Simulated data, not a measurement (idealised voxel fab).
A process module follows: voxel gate over fins.
Pictured: cross-section cut, 275 nm wide, on a grid of 5 nm square cells.
This document writes a cross-section as a grid whose cells are square, and gives it as bands, listed from the top down; one or more rows of cells form a band.
Heads up on the band format: heights come first, top then bottom, in nm. After that it's the materials left to right, each with its width in nm. A single material flagged "full width" fills the whole band edge to edge, and "blank" means there's empty space there.
Convention: height 0 is the level below which the wafer, as received, is all one material. The lowest band does not terminate at the bottom but continues downward, represented as "0 nm and below".
A width given as "30..40" starts at the first number in the band's top row and ends at the second number in its bottom row, shifting by an equal amount at every step from row to row.
The cross-section has no changed cell in any step marked "no change".
For the entry "Sealed-off cavities", the listed items are empty spaces with no open way to the top whose size is 8 cells or more; each item follows the pattern width x height at distance, where distance is from the left edge and all three are in nm.
after a step's settings: what the simulator itself notes on the step
overlay nm: step with mask; distance mask lay right of planned place; negative value = left of planned place.
Quick note on how to read the rest: it's all pairs. You get the cross-section before a process step and the one after, but the after one only goes down as far as the lowest band that changed. The step in between, with its settings, sits under the pair. Heads up, the pairs can come from different runs of this module on the same starting wafer, so don't assume a pair picks up from the one above unless its "Before this step" entry says it does.
## Before this step
> 5 nm to 0 nm  70 nm blank | 15 nm HfO2 | 45 nm blank | 15 nm HfO2 | 45 nm blank | 15 nm HfO2 | 70 nm blank
> 0 nm to -10 nm  70 nm blank | 5 nm HfO2 | 5 nm Si | 5 nm HfO2 | 45 nm blank | 5 nm HfO2 | 5 nm Si | 5 nm HfO2 | 45 nm blank | 5 nm HfO2 | 5 nm Si | 5 nm HfO2 | 70 nm blank
> -10 nm to -15 nm  75 nm HfO2 | 5 nm Si | 55 nm HfO2 | 5 nm Si | 55 nm HfO2 | 5 nm Si | 75 nm HfO2
> -15 nm to -20 nm  75 nm SiO2 | 5 nm Si | 55 nm SiO2 | 5 nm Si | 55 nm SiO2 | 5 nm Si | 75 nm SiO2
> -20 nm to -25 nm  75 nm SiO2 | 5 nm Si | 20 nm SiO2 | 15 nm TiN | 20 nm SiO2 | 5 nm Si | 55 nm SiO2 | 5 nm Si | 75 nm SiO2
> -25 nm to -65 nm  75 nm SiO2 | 5 nm Si | 55 nm SiO2 | 5 nm Si | 55 nm SiO2 | 5 nm Si | 75 nm SiO2
> -65 nm and below  Si full width
> Sealed-off cavities: none
## Step Outcome
> 10 nm to 5 nm  65 nm blank | 25 nm TiN | 35 nm blank | 25 nm TiN | 35 nm blank | 25 nm TiN | 65 nm blank
> 5 nm to 0 nm  65 nm blank | 5 nm TiN | 15 nm HfO2 | 5 nm TiN | 35 nm blank | 5 nm TiN | 15 nm HfO2 | 5 nm TiN | 35 nm blank | 5 nm TiN | 15 nm HfO2 | 5 nm TiN | 65 nm blank
> 0 nm to -5 nm  65 nm blank | 5 nm TiN | 5 nm HfO2 | 5 nm Si | 5 nm HfO2 | 5 nm TiN | 35 nm blank | 5 nm TiN | 5 nm HfO2 | 5 nm Si | 5 nm HfO2 | 5 nm TiN | 35 nm blank | 5 nm TiN | 5 nm HfO2 | 5 nm Si | 5 nm HfO2 | 5 nm TiN | 65 nm blank
> -5 nm to -10 nm  70 nm TiN | 5 nm HfO2 | 5 nm Si | 5 nm HfO2 | 45 nm TiN | 5 nm HfO2 | 5 nm Si | 5 nm HfO2 | 45 nm TiN | 5 nm HfO2 | 5 nm Si | 5 nm HfO2 | 70 nm TiN
> Below a height of -10, the structure has not been altered.
> Sealed-off cavities: none
Step, pre vs post cross-sections above: CONFORMAL_DEP, material TiN, thk nm 5
Before this step: just use the after drawing of the pair above as your starting point.
## Step Outcome
> 15 nm to 10 nm  60 nm blank | 35 nm TiAl | 25 nm blank | 35 nm TiAl | 25 nm blank | 35 nm TiAl | 60 nm blank
> 10 nm to 5 nm  60 nm blank | 5 nm TiAl | 25 nm TiN | 5 nm TiAl | 25 nm blank | 5 nm TiAl | 25 nm TiN | 5 nm TiAl | 25 nm blank | 5 nm TiAl | 25 nm TiN | 5 nm TiAl | 60 nm blank
> 5 nm to 0 nm  60 nm blank | 5 nm TiAl | 5 nm TiN | 15 nm HfO2 | 5 nm TiN | 5 nm TiAl | 25 nm blank | 5 nm TiAl | 5 nm TiN | 15 nm HfO2 | 5 nm TiN | 5 nm TiAl | 25 nm blank | 5 nm TiAl | 5 nm TiN | 15 nm HfO2 | 5 nm TiN | 5 nm TiAl | 60 nm blank
> 0 nm to -5 nm  65 nm TiAl | 5 nm TiN | 5 nm HfO2 | 5 nm Si | 5 nm HfO2 | 5 nm TiN | 35 nm TiAl | 5 nm TiN | 5 nm HfO2 | 5 nm Si | 5 nm HfO2 | 5 nm TiN | 35 nm TiAl | 5 nm TiN | 5 nm HfO2 | 5 nm Si | 5 nm HfO2 | 5 nm TiN | 65 nm TiAl
> Below a height of -5, the structure has not been altered.
> Sealed-off cavities: none
Step, pre vs post cross-sections above: CONFORMAL_DEP, material TiAl, thk nm 5
Before this step: just use the after drawing of the pair above as your starting point.
## Step Outcome
> 20 nm to 15 nm  55 nm blank | 45 nm TiN | 15 nm blank | 45 nm TiN | 15 nm blank | 45 nm TiN | 55 nm blank
> 15 nm to 10 nm  55 nm blank | 5 nm TiN | 35 nm TiAl | 5 nm TiN | 15 nm blank | 5 nm TiN | 35 nm TiAl | 5 nm TiN | 15 nm blank | 5 nm TiN | 35 nm TiAl | 5 nm TiN | 55 nm blank
> 10 nm to 5 nm  55 nm blank | 5 nm TiN | 5 nm TiAl | 25 nm TiN | 5 nm TiAl | 5 nm TiN | 15 nm blank | 5 nm TiN | 5 nm TiAl | 25 nm TiN | 5 nm TiAl | 5 nm TiN | 15 nm blank | 5 nm TiN | 5 nm TiAl | 25 nm TiN | 5 nm TiAl | 5 nm TiN | 55 nm blank
> 5 nm to 0 nm  60 nm TiN | 5 nm TiAl | 5 nm TiN | 15 nm HfO2 | 5 nm TiN | 5 nm TiAl | 25 nm TiN | 5 nm TiAl | 5 nm TiN | 15 nm HfO2 | 5 nm TiN | 5 nm TiAl | 25 nm TiN | 5 nm TiAl | 5 nm TiN | 15 nm HfO2 | 5 nm TiN | 5 nm TiAl | 60 nm TiN
> Below a height of 0, the structure has not been altered.
> Sealed-off cavities: none
Step, pre vs post cross-sections above: CONFORMAL_DEP, material TiN, thk nm 5
Before this step: just use the after drawing of the pair above as your starting point.
## Step Outcome
> 35 nm to 20 nm  W full width
> 20 nm to 15 nm  55 nm W | 45 nm TiN | 15 nm W | 45 nm TiN | 15 nm W | 45 nm TiN | 55 nm W
> 15 nm to 10 nm  55 nm W | 5 nm TiN | 35 nm TiAl | 5 nm TiN | 15 nm W | 5 nm TiN | 35 nm TiAl | 5 nm TiN | 15 nm W | 5 nm TiN | 35 nm TiAl | 5 nm TiN | 55 nm W
> 10 nm to 5 nm  55 nm W | 5 nm TiN | 5 nm TiAl | 25 nm TiN | 5 nm TiAl | 5 nm TiN | 15 nm W | 5 nm TiN | 5 nm TiAl | 25 nm TiN | 5 nm TiAl | 5 nm TiN | 15 nm W | 5 nm TiN | 5 nm TiAl | 25 nm TiN | 5 nm TiAl | 5 nm TiN | 55 nm W
> Below a height of 5, the structure has not been altered.
> Sealed-off cavities: none
Step, pre vs post cross-sections above: FILL_DEP, material W, thk nm 15
Before this step: just use the after drawing of the pair above as your starting point.
## Step Outcome
> 30 nm to 20 nm  W full width
> Below a height of 20, the structure has not been altered.
> Sealed-off cavities: none
Step, pre vs post cross-sections above: CMP, height nm 30
Before this step: just use the after drawing of the pair above as your starting point.
## Step Outcome
> 35 nm to 30 nm  SiCN full width
> Below a height of 30, the structure has not been altered.
> Sealed-off cavities: none
Step, pre vs post cross-sections above: CONFORMAL_DEP, material SiCN, thk nm 5
## Before this step
> 10 nm to 0 nm  70 nm SiO2 | 15 nm SiN | 45 nm SiO2 | 15 nm SiN | 45 nm SiO2 | 15 nm SiN | 70 nm SiO2
> 0 nm to -20 nm  75 nm SiO2 | 5 nm Si | 55 nm SiO2 | 5 nm Si | 55 nm SiO2 | 5 nm Si | 75 nm SiO2
> -20 nm to -25 nm  75 nm SiO2 | 5 nm Si | 20 nm SiO2 | 15 nm TiN | 20 nm SiO2 | 5 nm Si | 55 nm SiO2 | 5 nm Si | 75 nm SiO2
> -25 nm to -35 nm  75 nm SiO2 | 5 nm Si | 55 nm SiO2 | 5 nm Si | 55 nm SiO2 | 5 nm Si | 75 nm SiO2
> -35 nm and below  Si full width
> Sealed-off cavities: none
## Step Outcome
> 10 nm to 0 nm  70 nm SiO2 | 15 nm blank | 45 nm SiO2 | 15 nm blank | 45 nm SiO2 | 15 nm blank | 70 nm SiO2
> Below a height of 0, the structure has not been altered.
> Sealed-off cavities: none
Step, pre vs post cross-sections above: STRIP, etch materials SiN
Before this step: just use the after drawing of the pair above as your starting point.
## Step Outcome
> 0 nm to -15 nm  75 nm blank | 5 nm Si | 55 nm blank | 5 nm Si | 55 nm blank | 5 nm Si | 75 nm blank
> -15 nm to -20 nm  45 nm SiO2 | 30 nm blank | 5 nm Si | 55 nm blank | 5 nm Si | 55 nm blank | 5 nm Si | 30 nm blank | 45 nm SiO2
> -20 nm to -25 nm  45 nm SiO2 | 30 nm blank | 5 nm Si | 20 nm blank | 15 nm TiN | 20 nm blank | 5 nm Si | 55 nm blank | 5 nm Si | 30 nm blank | 45 nm SiO2
> Below a height of -25, the structure has not been altered.
> Sealed-off cavities: none
Step, pre vs post cross-sections above: SELECTIVE_ETCH, etch materials SiO2, depth nm 25
Before this step: just use the after drawing of the pair above as your starting point.
## Step Outcome
> 5 nm to 0 nm  70 nm blank | 15 nm HfO2 | 45 nm blank | 15 nm HfO2 | 45 nm blank | 15 nm HfO2 | 70 nm blank
> 0 nm to -10 nm  70 nm blank | 5 nm HfO2 | 5 nm Si | 5 nm HfO2 | 45 nm blank | 5 nm HfO2 | 5 nm Si | 5 nm HfO2 | 45 nm blank | 5 nm HfO2 | 5 nm Si | 5 nm HfO2 | 70 nm blank
> -10 nm to -15 nm  50 nm HfO2 | 20 nm blank | 5 nm HfO2 | 5 nm Si | 5 nm HfO2 | 45 nm blank | 5 nm HfO2 | 5 nm Si | 5 nm HfO2 | 45 nm blank | 5 nm HfO2 | 5 nm Si | 5 nm HfO2 | 20 nm blank | 50 nm HfO2
> -15 nm to -20 nm  45 nm SiO2 | 5 nm HfO2 | 20 nm blank | 5 nm HfO2 | 5 nm Si | 5 nm HfO2 | 10 nm blank | 25 nm HfO2 | 10 nm blank | 5 nm HfO2 | 5 nm Si | 5 nm HfO2 | 45 nm blank | 5 nm HfO2 | 5 nm Si | 5 nm HfO2 | 20 nm blank | 5 nm HfO2 | 45 nm SiO2
> -20 nm to -25 nm  45 nm SiO2 | 30 nm HfO2 | 5 nm Si | 20 nm HfO2 | 15 nm TiN | 20 nm HfO2 | 5 nm Si | 55 nm HfO2 | 5 nm Si | 30 nm HfO2 | 45 nm SiO2
> Below a height of -25, the structure has not been altered.
> Sealed-off cavities: none
Step, pre vs post cross-sections above: CONFORMAL_DEP, material HfO2, thk nm 5
Before this step: just use the after drawing of the pair above as your starting point.
## Step Outcome
> 10 nm to 5 nm  65 nm blank | 25 nm TiN | 35 nm blank | 25 nm TiN | 35 nm blank | 25 nm TiN | 65 nm blank
> 5 nm to 0 nm  65 nm blank | 5 nm TiN | 15 nm HfO2 | 5 nm TiN | 35 nm blank | 5 nm TiN | 15 nm HfO2 | 5 nm TiN | 35 nm blank | 5 nm TiN | 15 nm HfO2 | 5 nm TiN | 65 nm blank
> 0 nm to -5 nm  65 nm blank | 5 nm TiN | 5 nm HfO2 | 5 nm Si | 5 nm HfO2 | 5 nm TiN | 35 nm blank | 5 nm TiN | 5 nm HfO2 | 5 nm Si | 5 nm HfO2 | 5 nm TiN | 35 nm blank | 5 nm TiN | 5 nm HfO2 | 5 nm Si | 5 nm HfO2 | 5 nm TiN | 65 nm blank
> -5 nm to -10 nm  55 nm TiN | 10 nm blank | 5 nm TiN | 5 nm HfO2 | 5 nm Si | 5 nm HfO2 | 5 nm TiN | 35 nm blank | 5 nm TiN | 5 nm HfO2 | 5 nm Si | 5 nm HfO2 | 5 nm TiN | 35 nm blank | 5 nm TiN | 5 nm HfO2 | 5 nm Si | 5 nm HfO2 | 5 nm TiN | 10 nm blank | 55 nm TiN
> -10 nm to -15 nm  50 nm HfO2 | 5 nm TiN | 10 nm blank | 5 nm TiN | 5 nm HfO2 | 5 nm Si | 5 nm HfO2 | 45 nm TiN | 5 nm HfO2 | 5 nm Si | 5 nm HfO2 | 5 nm TiN | 35 nm blank | 5 nm TiN | 5 nm HfO2 | 5 nm Si | 5 nm HfO2 | 5 nm TiN | 10 nm blank | 5 nm TiN | 50 nm HfO2
> -15 nm to -20 nm  45 nm SiO2 | 5 nm HfO2 | 20 nm TiN | 5 nm HfO2 | 5 nm Si | 5 nm HfO2 | 10 nm TiN | 25 nm HfO2 | 10 nm TiN | 5 nm HfO2 | 5 nm Si | 5 nm HfO2 | 45 nm TiN | 5 nm HfO2 | 5 nm Si | 5 nm HfO2 | 20 nm TiN | 5 nm HfO2 | 45 nm SiO2
> Below a height of -20, the structure has not been altered.
> Sealed-off cavities: none
Step, pre vs post cross-sections above: CONFORMAL_DEP, material TiN, thk nm 5
Before this step: just use the after drawing of the pair above as your starting point.
## Step Outcome
> 15 nm to 10 nm  60 nm blank | 35 nm TiAl | 25 nm blank | 35 nm TiAl | 25 nm blank | 35 nm TiAl | 60 nm blank
> 10 nm to 5 nm  60 nm blank | 5 nm TiAl | 25 nm TiN | 5 nm TiAl | 25 nm blank | 5 nm TiAl | 25 nm TiN | 5 nm TiAl | 25 nm blank | 5 nm TiAl | 25 nm TiN | 5 nm TiAl | 60 nm blank
> 5 nm to 0 nm  60 nm blank | 5 nm TiAl | 5 nm TiN | 15 nm HfO2 | 5 nm TiN | 5 nm TiAl | 25 nm blank | 5 nm TiAl | 5 nm TiN | 15 nm HfO2 | 5 nm TiN | 5 nm TiAl | 25 nm blank | 5 nm TiAl | 5 nm TiN | 15 nm HfO2 | 5 nm TiN | 5 nm TiAl | 60 nm blank
> 0 nm to -5 nm  65 nm TiAl | 5 nm TiN | 5 nm HfO2 | 5 nm Si | 5 nm HfO2 | 5 nm TiN | 5 nm TiAl | 25 nm blank | 5 nm TiAl | 5 nm TiN | 5 nm HfO2 | 5 nm Si | 5 nm HfO2 | 5 nm TiN | 5 nm TiAl | 25 nm blank | 5 nm TiAl | 5 nm TiN | 5 nm HfO2 | 5 nm Si | 5 nm HfO2 | 5 nm TiN | 65 nm TiAl
> -5 nm to -10 nm  55 nm TiN | 10 nm TiAl | 5 nm TiN | 5 nm HfO2 | 5 nm Si | 5 nm HfO2 | 5 nm TiN | 35 nm TiAl | 5 nm TiN | 5 nm HfO2 | 5 nm Si | 5 nm HfO2 | 5 nm TiN | 5 nm TiAl | 25 nm blank | 5 nm TiAl | 5 nm TiN | 5 nm HfO2 | 5 nm Si | 5 nm HfO2 | 5 nm TiN | 10 nm TiAl | 55 nm TiN
> -10 nm to -15 nm  50 nm HfO2 | 5 nm TiN | 10 nm TiAl | 5 nm TiN | 5 nm HfO2 | 5 nm Si | 5 nm HfO2 | 45 nm TiN | 5 nm HfO2 | 5 nm Si | 5 nm HfO2 | 5 nm TiN | 35 nm TiAl | 5 nm TiN | 5 nm HfO2 | 5 nm Si | 5 nm HfO2 | 5 nm TiN | 10 nm TiAl | 5 nm TiN | 50 nm HfO2
> Below a height of -15, the structure has not been altered.
> Sealed-off cavities: none
Step, pre vs post cross-sections above: CONFORMAL_DEP, material TiAl, thk nm 5
Before this step: just use the after drawing of the pair above as your starting point.
## Step Outcome
> 20 nm to 15 nm  55 nm blank | 45 nm TiN | 15 nm blank | 45 nm TiN | 15 nm blank | 45 nm TiN | 55 nm blank
> 15 nm to 10 nm  55 nm blank | 5 nm TiN | 35 nm TiAl | 5 nm TiN | 15 nm blank | 5 nm TiN | 35 nm TiAl | 5 nm TiN | 15 nm blank | 5 nm TiN | 35 nm TiAl | 5 nm TiN | 55 nm blank
> 10 nm to 5 nm  55 nm blank | 5 nm TiN | 5 nm TiAl | 25 nm TiN | 5 nm TiAl | 5 nm TiN | 15 nm blank | 5 nm TiN | 5 nm TiAl | 25 nm TiN | 5 nm TiAl | 5 nm TiN | 15 nm blank | 5 nm TiN | 5 nm TiAl | 25 nm TiN | 5 nm TiAl | 5 nm TiN | 55 nm blank
> 5 nm to 0 nm  60 nm TiN | 5 nm TiAl | 5 nm TiN | 15 nm HfO2 | 5 nm TiN | 5 nm TiAl | 5 nm TiN | 15 nm blank | 5 nm TiN | 5 nm TiAl | 5 nm TiN | 15 nm HfO2 | 5 nm TiN | 5 nm TiAl | 5 nm TiN | 15 nm blank | 5 nm TiN | 5 nm TiAl | 5 nm TiN | 15 nm HfO2 | 5 nm TiN | 5 nm TiAl | 60 nm TiN
> 0 nm to -5 nm  65 nm TiAl | 5 nm TiN | 5 nm HfO2 | 5 nm Si | 5 nm HfO2 | 5 nm TiN | 5 nm TiAl | 25 nm TiN | 5 nm TiAl | 5 nm TiN | 5 nm HfO2 | 5 nm Si | 5 nm HfO2 | 5 nm TiN | 5 nm TiAl | 5 nm TiN | 15 nm blank | 5 nm TiN | 5 nm TiAl | 5 nm TiN | 5 nm HfO2 | 5 nm Si | 5 nm HfO2 | 5 nm TiN | 65 nm TiAl
> -5 nm to -10 nm  55 nm TiN | 10 nm TiAl | 5 nm TiN | 5 nm HfO2 | 5 nm Si | 5 nm HfO2 | 5 nm TiN | 35 nm TiAl | 5 nm TiN | 5 nm HfO2 | 5 nm Si | 5 nm HfO2 | 5 nm TiN | 5 nm TiAl | 25 nm TiN | 5 nm TiAl | 5 nm TiN | 5 nm HfO2 | 5 nm Si | 5 nm HfO2 | 5 nm TiN | 10 nm TiAl | 55 nm TiN
> Below a height of -10, the structure has not been altered.
> Sealed-off cavities: none
Step, pre vs post cross-sections above: CONFORMAL_DEP, material TiN, thk nm 5
Before this step: just use the after drawing of the pair above as your starting point.
## Step Outcome
> 35 nm to 20 nm  W full width
> 20 nm to 15 nm  55 nm W | 45 nm TiN | 15 nm W | 45 nm TiN | 15 nm W | 45 nm TiN | 55 nm W
> 15 nm to 10 nm  55 nm W | 5 nm TiN | 35 nm TiAl | 5 nm TiN | 15 nm W | 5 nm TiN | 35 nm TiAl | 5 nm TiN | 15 nm W | 5 nm TiN | 35 nm TiAl | 5 nm TiN | 55 nm W
> 10 nm to 5 nm  55 nm W | 5 nm TiN | 5 nm TiAl | 25 nm TiN | 5 nm TiAl | 5 nm TiN | 15 nm W | 5 nm TiN | 5 nm TiAl | 25 nm TiN | 5 nm TiAl | 5 nm TiN | 15 nm W | 5 nm TiN | 5 nm TiAl | 25 nm TiN | 5 nm TiAl | 5 nm TiN | 55 nm W
> 5 nm to 0 nm  60 nm TiN | 5 nm TiAl | 5 nm TiN | 15 nm HfO2 | 5 nm TiN | 5 nm TiAl | 5 nm TiN | 15 nm W | 5 nm TiN | 5 nm TiAl | 5 nm TiN | 15 nm HfO2 | 5 nm TiN | 5 nm TiAl | 5 nm TiN | 15 nm W | 5 nm TiN | 5 nm TiAl | 5 nm TiN | 15 nm HfO2 | 5 nm TiN | 5 nm TiAl | 60 nm TiN
> 0 nm to -5 nm  65 nm TiAl | 5 nm TiN | 5 nm HfO2 | 5 nm Si | 5 nm HfO2 | 5 nm TiN | 5 nm TiAl | 25 nm TiN | 5 nm TiAl | 5 nm TiN | 5 nm HfO2 | 5 nm Si | 5 nm HfO2 | 5 nm TiN | 5 nm TiAl | 5 nm TiN | 15 nm W | 5 nm TiN | 5 nm TiAl | 5 nm TiN | 5 nm HfO2 | 5 nm Si | 5 nm HfO2 | 5 nm TiN | 65 nm TiAl
> Below a height of -5, the structure has not been altered.
> Sealed-off cavities: none
Step, pre vs post cross-sections above: FILL_DEP, material W, thk nm 15
Before this step: just use the after drawing of the pair above as your starting point.
## Step Outcome
> 30 nm to 20 nm  W full width
> Below a height of 20, the structure has not been altered.
> Sealed-off cavities: none
Step, pre vs post cross-sections above: CMP, height nm 30
Before this step: just use the after drawing of the pair above as your starting point.
## Step Outcome
> 35 nm to 30 nm  SiCN full width
> Below a height of 30, the structure has not been altered.
> Sealed-off cavities: none
Step, pre vs post cross-sections above: CONFORMAL_DEP, material SiCN, thk nm 5
## Before this step
> 25 nm to 10 nm  70 nm blank | 15 nm resist | 45 nm blank | 15 nm resist | 45 nm blank | 15 nm resist | 70 nm blank
> 10 nm to 0 nm  70 nm blank | 15 nm SiN | 45 nm blank | 15 nm SiN | 45 nm blank | 15 nm SiN | 70 nm blank
> 0 nm and below  Si full width
> Sealed-off cavities: none
## Step Outcome
> 25 nm to 10 nm  70 nm blank | 15 nm resist | 45 nm blank | 15 nm resist | 45 nm blank | 15 nm resist | 70 nm blank
> 10 nm to 0 nm  70 nm blank | 15 nm SiN | 45 nm blank | 15 nm SiN | 45 nm blank | 15 nm SiN | 70 nm blank
> 0 nm to -40 nm  70 nm blank | 15 nm Si | 45 nm blank | 15 nm Si | 45 nm blank | 15 nm Si | 70 nm blank
> Below a height of -40, the structure has not been altered.
> Sealed-off cavities: none
Step, pre vs post cross-sections above: DIRECTIONAL_ETCH, etch materials Si, depth nm 40
Before this step: just use the after drawing of the pair above as your starting point.
## Step Outcome
> 10 nm to 0 nm  70 nm blank | 15 nm SiN | 45 nm blank | 15 nm SiN | 45 nm blank | 15 nm SiN | 70 nm blank
> Below a height of 0, the structure has not been altered.
> Sealed-off cavities: none
Step, pre vs post cross-sections above: STRIP, etch materials resist
Before this step: just use the after drawing of the pair above as your starting point.
## Step Outcome
> 10 nm to 0 nm  70 nm blank | 15 nm SiN | 45 nm blank | 15 nm SiN | 45 nm blank | 15 nm SiN | 70 nm blank
> 0 nm to -40 nm  70 nm blank | 5 nm SiO2 | 5 nm Si | 5 nm SiO2 | 45 nm blank | 5 nm SiO2 | 5 nm Si | 5 nm SiO2 | 45 nm blank | 5 nm SiO2 | 5 nm Si | 5 nm SiO2 | 70 nm blank
> -40 nm to -45 nm  75 nm SiO2 | 5 nm Si | 55 nm SiO2 | 5 nm Si | 55 nm SiO2 | 5 nm Si | 75 nm SiO2
> Below a height of -45, the structure has not been altered.
> Sealed-off cavities: none
Step, pre vs post cross-sections above: OXIDIZE, depth nm 5
Before this step: just use the after drawing of the pair above as your starting point.
## Step Outcome
> 15 nm to 10 nm  SiO2 full width
> 10 nm to 0 nm  70 nm SiO2 | 15 nm SiN | 45 nm SiO2 | 15 nm SiN | 45 nm SiO2 | 15 nm SiN | 70 nm SiO2
> 0 nm to -45 nm  75 nm SiO2 | 5 nm Si | 55 nm SiO2 | 5 nm Si | 55 nm SiO2 | 5 nm Si | 75 nm SiO2
> Below a height of -45, the structure has not been altered.
> Sealed-off cavities: none
Step, pre vs post cross-sections above: FILL_DEP, material SiO2, thk nm 5
Before this step: just use the after drawing of the pair above as your starting point.
## Step Outcome
> 10 nm to 0 nm  70 nm SiO2 | 15 nm SiN | 45 nm SiO2 | 15 nm SiN | 45 nm SiO2 | 15 nm SiN | 70 nm SiO2
> Below a height of 0, the structure has not been altered.
> Sealed-off cavities: none
Step, pre vs post cross-sections above: CMP, height nm 10
Before this step: just use the after drawing of the pair above as your starting point.
## Step Outcome
> 10 nm to 0 nm  70 nm SiO2 | 15 nm SiN | 15 nm SiO2 | 15 nm blank | 15 nm SiO2 | 15 nm SiN | 45 nm SiO2 | 15 nm SiN | 70 nm SiO2
> 0 nm to -25 nm  75 nm SiO2 | 5 nm Si | 20 nm SiO2 | 15 nm blank | 20 nm SiO2 | 5 nm Si | 55 nm SiO2 | 5 nm Si | 75 nm SiO2
> Below a height of -25, the structure has not been altered.
> Sealed-off cavities: none
Step, pre vs post cross-sections above: MASKED_ETCH, tone open, mask id RAIL, width nm 15, etch materials SiO2, depth nm 35, overlay nm 0
Before this step: just use the after drawing of the pair above as your starting point.
## Step Outcome
> 15 nm to 10 nm  105 nm TiN | 5 nm blank | 165 nm TiN
> 10 nm to 0 nm  70 nm SiO2 | 15 nm SiN | 15 nm SiO2 | 5 nm TiN | 5 nm blank | 5 nm TiN | 15 nm SiO2 | 15 nm SiN | 45 nm SiO2 | 15 nm SiN | 70 nm SiO2
> 0 nm to -20 nm  75 nm SiO2 | 5 nm Si | 20 nm SiO2 | 5 nm TiN | 5 nm blank | 5 nm TiN | 20 nm SiO2 | 5 nm Si | 55 nm SiO2 | 5 nm Si | 75 nm SiO2
> -20 nm to -25 nm  75 nm SiO2 | 5 nm Si | 20 nm SiO2 | 15 nm TiN | 20 nm SiO2 | 5 nm Si | 55 nm SiO2 | 5 nm Si | 75 nm SiO2
> Below a height of -25, the structure has not been altered.
> Sealed-off cavities: none
Step, pre vs post cross-sections above: CONFORMAL_DEP, material TiN, thk nm 5
Before this step: just use the after drawing of the pair above as your starting point.
## Step Outcome
> 20 nm to 15 nm  W full width
> 15 nm to 10 nm  105 nm TiN | 5 nm W | 165 nm TiN
> 10 nm to 0 nm  70 nm SiO2 | 15 nm SiN | 15 nm SiO2 | 5 nm TiN | 5 nm W | 5 nm TiN | 15 nm SiO2 | 15 nm SiN | 45 nm SiO2 | 15 nm SiN | 70 nm SiO2
> 0 nm to -20 nm  75 nm SiO2 | 5 nm Si | 20 nm SiO2 | 5 nm TiN | 5 nm W | 5 nm TiN | 20 nm SiO2 | 5 nm Si | 55 nm SiO2 | 5 nm Si | 75 nm SiO2
> Below a height of -20, the structure has not been altered.
> Sealed-off cavities: none
Step, pre vs post cross-sections above: FILL_DEP, material W, thk nm 5
Before this step: just use the after drawing of the pair above as your starting point.
## Step Outcome
> 10 nm to 0 nm  70 nm SiO2 | 15 nm SiN | 15 nm SiO2 | 5 nm TiN | 5 nm W | 5 nm TiN | 15 nm SiO2 | 15 nm SiN | 45 nm SiO2 | 15 nm SiN | 70 nm SiO2
> Below a height of 0, the structure has not been altered.
> Sealed-off cavities: none
Step, pre vs post cross-sections above: CMP, height nm 10
Before this step: just use the after drawing of the pair above as your starting point.
## Step Outcome
> 10 nm to 0 nm  70 nm SiO2 | 15 nm SiN | 15 nm SiO2 | 15 nm blank | 15 nm SiO2 | 15 nm SiN | 45 nm SiO2 | 15 nm SiN | 70 nm SiO2
> 0 nm to -20 nm  75 nm SiO2 | 5 nm Si | 20 nm SiO2 | 15 nm blank | 20 nm SiO2 | 5 nm Si | 55 nm SiO2 | 5 nm Si | 75 nm SiO2
> Below a height of -20, the structure has not been altered.
> Sealed-off cavities: none
Step, pre vs post cross-sections above: SELECTIVE_ETCH, etch materials W Ru TiN, depth nm 30
Before this step: just use the after drawing of the pair above as your starting point.
## Step Outcome
> 15 nm to 10 nm  SiO2 full width
> 10 nm to 0 nm  70 nm SiO2 | 15 nm SiN | 45 nm SiO2 | 15 nm SiN | 45 nm SiO2 | 15 nm SiN | 70 nm SiO2
> 0 nm to -20 nm  75 nm SiO2 | 5 nm Si | 55 nm SiO2 | 5 nm Si | 55 nm SiO2 | 5 nm Si | 75 nm SiO2
> Below a height of -20, the structure has not been altered.
> Sealed-off cavities: none
Step, pre vs post cross-sections above: FILL_DEP, material SiO2, thk nm 5
Before this step: just use the after drawing of the pair above as your starting point.
## Step Outcome
> 10 nm to 0 nm  70 nm SiO2 | 15 nm SiN | 45 nm SiO2 | 15 nm SiN | 45 nm SiO2 | 15 nm SiN | 70 nm SiO2
> Below a height of 0, the structure has not been altered.
> Sealed-off cavities: none
Step, pre vs post cross-sections above: CMP, height nm 10
Before this step: just use the after drawing of the pair above as your starting point.
## Step Outcome
> 10 nm to 0 nm  70 nm blank | 15 nm SiN | 45 nm blank | 15 nm SiN | 45 nm blank | 15 nm SiN | 70 nm blank
> 0 nm to -15 nm  75 nm blank | 5 nm Si | 55 nm blank | 5 nm Si | 55 nm blank | 5 nm Si | 75 nm blank
> Below a height of -15, the structure has not been altered.
> Sealed-off cavities: none
Step, pre vs post cross-sections above: SELECTIVE_ETCH, etch materials SiO2, depth nm 25
Before this step: just use the after drawing of the pair above as your starting point.
## Step Outcome
> 0 nm to -15 nm  75 nm blank | 5 nm Si | 55 nm blank | 5 nm Si | 55 nm blank | 5 nm Si | 75 nm blank
> Below a height of -15, the structure has not been altered.
> Sealed-off cavities: none
Step, pre vs post cross-sections above: STRIP, etch materials SiN
Before this step: just use the after drawing of the pair above as your starting point.
## Step Outcome
> 5 nm to 0 nm  70 nm blank | 15 nm HfO2 | 45 nm blank | 15 nm HfO2 | 45 nm blank | 15 nm HfO2 | 70 nm blank
> 0 nm to -10 nm  70 nm blank | 5 nm HfO2 | 5 nm Si | 5 nm HfO2 | 45 nm blank | 5 nm HfO2 | 5 nm Si | 5 nm HfO2 | 45 nm blank | 5 nm HfO2 | 5 nm Si | 5 nm HfO2 | 70 nm blank
> -10 nm to -15 nm  75 nm HfO2 | 5 nm Si | 55 nm HfO2 | 5 nm Si | 55 nm HfO2 | 5 nm Si | 75 nm HfO2
> Below a height of -15, the structure has not been altered.
> Sealed-off cavities: none
Step, pre vs post cross-sections above: CONFORMAL_DEP, material HfO2, thk nm 5
Before this step: just use the after drawing of the pair above as your starting point.
## Step Outcome
> 10 nm to 5 nm  65 nm blank | 25 nm TiN | 35 nm blank | 25 nm TiN | 35 nm blank | 25 nm TiN | 65 nm blank
> 5 nm to 0 nm  65 nm blank | 5 nm TiN | 15 nm HfO2 | 5 nm TiN | 35 nm blank | 5 nm TiN | 15 nm HfO2 | 5 nm TiN | 35 nm blank | 5 nm TiN | 15 nm HfO2 | 5 nm TiN | 65 nm blank
> 0 nm to -5 nm  65 nm blank | 5 nm TiN | 5 nm HfO2 | 5 nm Si | 5 nm HfO2 | 5 nm TiN | 35 nm blank | 5 nm TiN | 5 nm HfO2 | 5 nm Si | 5 nm HfO2 | 5 nm TiN | 35 nm blank | 5 nm TiN | 5 nm HfO2 | 5 nm Si | 5 nm HfO2 | 5 nm TiN | 65 nm blank
> -5 nm to -10 nm  70 nm TiN | 5 nm HfO2 | 5 nm Si | 5 nm HfO2 | 45 nm TiN | 5 nm HfO2 | 5 nm Si | 5 nm HfO2 | 45 nm TiN | 5 nm HfO2 | 5 nm Si | 5 nm HfO2 | 70 nm TiN
> Below a height of -10, the structure has not been altered.
> Sealed-off cavities: none
Step, pre vs post cross-sections above: CONFORMAL_DEP, material TiN, thk nm 5
